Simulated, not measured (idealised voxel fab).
Documented hereafter: the process module known as voxel gate over fins.
The cross-section shown here is cut; it is 210 nm wide and divided into square cells measuring 5 nm on a side.
For the purposes of this document, a cross-section shall be understood as a grid of square cells, specified as bands listed in top-to-bottom order, each band consisting of one or more rows of cells.
Each band's line starts with the height of the band's top and of its bottom, in nm. Then come its materials from left to right, each with its width in nm. One material with "everywhere" fills the band from edge to edge. "air" is empty space.
Heights are measured from 0, the level below which the as-received wafer is all one material; the lowest band has no bottom and continues downward, written as in "0 -> down".
The width entry "30 to 40" should be interpreted row by row: the top row of cells in the band takes the first number, the bottom row takes the second number, and the change between adjacent rows is uniform throughout.
The cross-section has no changed cell in any step marked "nothing altered".
"Closed voids list" lists enclosed empty spaces (at least 8 cells, no open path upward to the top), each as width x height at distance from the left edge, in nm.
Past the settings on a step's line: simulator remark, on that step.
The "overlay nm" setting may appear on a step's line; for a step that uses a mask, it gives how far to the right of its planned position the mask lay, and a negative value indicates the left.

LISTED BELOW ARE THE PROCESS STEPS AS PLANNED
1) RECEIVE,material Si
2) CONFORMAL_DEP,material SiN,thk nm 10
3) PATTERN,tone cover,mask id FINS,material resist,width nm 15,pitch nm 45,thk nm 15,overlay nm -15
4) DIRECTIONAL_ETCH,etch materials SiN,depth nm 10
5) DIRECTIONAL_ETCH,etch materials Si,depth nm 40
6) STRIP,etch materials resist
7) OXIDIZE,depth nm 5
8) FILL_DEP,material SiO2,thk nm 5
9) CMP,height nm 10
10) SELECTIVE_ETCH,etch materials SiO2,depth nm 20
11) STRIP,etch materials SiN
12) CONFORMAL_DEP,material HfO2,thk nm 5
13) CONFORMAL_DEP,material TiN,thk nm 5
14) FILL_DEP,material W,thk nm 10
15) CMP,height nm 15
16) CONFORMAL_DEP,material SiCN,thk nm 10
varied across the wafers: overlay nm of step 3. The plan shows the first wafer's value. All wafers start alike

AS-RECEIVED CROSS-SECTION, FIRST OF SEVERAL WAFERS, POST STEP 1
	0 -> down | Si everywhere
	Closed voids list: none

SHOWN IN CROSS-SECTION: THE FIRST OF SEVERAL WAFERS AT THE END OF THE MODULE, AFTER ITS LAST STEP, STEP 16
	25 -> 15 | SiCN everywhere
	15 -> 10 | W everywhere
	10 -> 5 | W 30 nm / TiN 25 nm / W 20 nm / TiN 25 nm / W 20 nm / TiN 25 nm / W 65 nm
	5 -> 0 | W 30 nm / TiN 5 nm / HfO2 15 nm / TiN 5 nm / W 20 nm / TiN 5 nm / HfO2 15 nm / TiN 5 nm / W 20 nm / TiN 5 nm / HfO2 15 nm / TiN 5 nm / W 65 nm
	0 -> -5 | TiN 35 nm / HfO2 5 nm / Si 5 nm / HfO2 5 nm / TiN 30 nm / HfO2 5 nm / Si 5 nm / HfO2 5 nm / TiN 30 nm / HfO2 5 nm / Si 5 nm / HfO2 5 nm / TiN 70 nm
	-5 -> -10 | HfO2 40 nm / Si 5 nm / HfO2 40 nm / Si 5 nm / HfO2 40 nm / Si 5 nm / HfO2 75 nm
	-10 -> -45 | SiO2 40 nm / Si 5 nm / SiO2 40 nm / Si 5 nm / SiO2 40 nm / Si 5 nm / SiO2 75 nm
	-45 -> down | Si everywhere
	Closed voids list: none

OF THE SEVERAL WAFERS, THE LAST: CROSS-SECTION AT THE END OF THE MODULE
	25 -> 15 | SiCN everywhere
	15 -> 10 | W everywhere
	10 -> 5 | W 60 nm / TiN 25 nm / W 20 nm / TiN 25 nm / W 20 nm / TiN 25 nm / W 35 nm
	5 -> 0 | W 60 nm / TiN 5 nm / HfO2 15 nm / TiN 5 nm / W 20 nm / TiN 5 nm / HfO2 15 nm / TiN 5 nm / W 20 nm / TiN 5 nm / HfO2 15 nm / TiN 5 nm / W 35 nm
	0 -> -5 | TiN 65 nm / HfO2 5 nm / Si 5 nm / HfO2 5 nm / TiN 30 nm / HfO2 5 nm / Si 5 nm / HfO2 5 nm / TiN 30 nm / HfO2 5 nm / Si 5 nm / HfO2 5 nm / TiN 40 nm
	-5 -> -10 | HfO2 70 nm / Si 5 nm / HfO2 40 nm / Si 5 nm / HfO2 40 nm / Si 5 nm / HfO2 45 nm
	-10 -> -45 | SiO2 70 nm / Si 5 nm / SiO2 40 nm / Si 5 nm / SiO2 40 nm / Si 5 nm / SiO2 45 nm
	-45 -> down | Si everywhere
	Closed voids list: none

TABLE: WAFERS, A ROW EACH; END-OF-MODULE CELL CHANGE PER MATERIAL SINCE RECEIPT, GAIN (+), LOSS (-); THEN CLOSED VOIDS
overlay nm -15; +54 HfO2; -351 Si; +84 SiCN; +273 SiO2; +54 TiN; +96 W; Closed voids list: none
overlay nm -10; +54 HfO2; -351 Si; +84 SiCN; +273 SiO2; +54 TiN; +96 W; Closed voids list: none
overlay nm -5; +54 HfO2; -351 Si; +84 SiCN; +273 SiO2; +54 TiN; +96 W; Closed voids list: none
overlay nm 0; +54 HfO2; -351 Si; +84 SiCN; +273 SiO2; +54 TiN; +96 W; Closed voids list: none
overlay nm 5; +54 HfO2; -351 Si; +84 SiCN; +273 SiO2; +54 TiN; +96 W; Closed voids list: none
overlay nm 10; +54 HfO2; -351 Si; +84 SiCN; +273 SiO2; +54 TiN; +96 W; Closed voids list: none
overlay nm 15; +54 HfO2; -351 Si; +84 SiCN; +273 SiO2; +54 TiN; +96 W; Closed voids list: none
